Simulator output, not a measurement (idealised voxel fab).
Process module name: voxel ribs on slabs
The width of the displayed cross-section, cut, is 270 nm; its cells are square, with a size of 5 nm.
Bands, listed from the top down, are how a cross-section gets written in this document; the cross-section itself is a grid of square cells, and a band is one or more rows of them.
Per band: top height and bottom height in nm, followed by the left-to-right materials and their widths in nm; "all across" marks a single material spanning edge to edge, "empty" marks empty space.
Note: height 0 marks the level under which the wafer is uniformly one material as received. Lowest band unbounded below, written "z 0 and below".
A two-number width, for instance "30 to 40", indicates that the width is equal to the first number in the top row of the band and to the second number in the bottom row, and that it changes by a constant amount per row of cells.
It should be understood that the words "changes: none", when stated for a given step, signify that the cross-section underwent no change in any of its cells during that step.
What "Closed cavity list" gives you is every empty space of 8 cells or more that is cut off from the top. Each appears as width x height at distance, with the distance taken from the left edge and width, height and distance all in nm.
after a step's settings: what the simulator itself notes on the step
"overlay nm", when on a step's line for a step with a mask, measures how far to the right of its planned place the mask lay; a negative measure means to the left.
### Listed below are the process steps as planned
| 1 | RECEIVE with material Si |
| 2 | DIRECTIONAL_DEP with material SiO2, thk nm 30 |
| 3 | DIRECTIONAL_DEP with material polySi, thk nm 20 |
| 4 | PATTERN with tone cover, mask id RIB, material resist, width nm 30, thk nm 20, overlay nm 0 |
| 5 | DIRECTIONAL_ETCH with etch materials polySi, depth nm 10 |
| 6 | STRIP with etch materials resist |
| 7 | MASKED_ETCH with tone cover, mask id SLAB, width nm 60, etch materials polySi, depth nm 10, overlay nm 0 |
| 8 | FILL_DEP with material SiO2, thk nm 20 |
| 9 | CMP with height nm 60 |
| 10 | DIRECTIONAL_DEP with material W, thk nm 5 |
| 11 | MASKED_ETCH with tone cover, mask id HEATER, width nm 40, etch materials W, depth nm 5, overlay nm 0 |
| 12 | CONFORMAL_DEP with material SiO2, thk nm 5 |
### Incoming wafer, cross-sectional view, post step 1
  z 0 and below = Si all across
  Closed cavity list: none
### Same starting wafer, same plan as above, one mistake in the execution; this is the cross-section at the end of the module
  z 70 to 65 = empty: 110, SiO2: 50, empty: 110
  z 65 to 60 = SiO2: 115, W: 40, SiO2: 115
  z 60 to 50 = SiO2 all across
  z 50 to 40 = SiO2: 115, polySi: 40, SiO2: 115
  z 40 to 30 = SiO2: 105, polySi: 60, SiO2: 105
  z 30 to 0 = SiO2 all across
  z 0 and below = Si all across
  Closed cavity list: none
Deviation from plan: step 4 changed vs plan, executed as PATTERN with tone cover, mask id RIB, material resist, width nm 40, thk nm 20, overlay nm 0
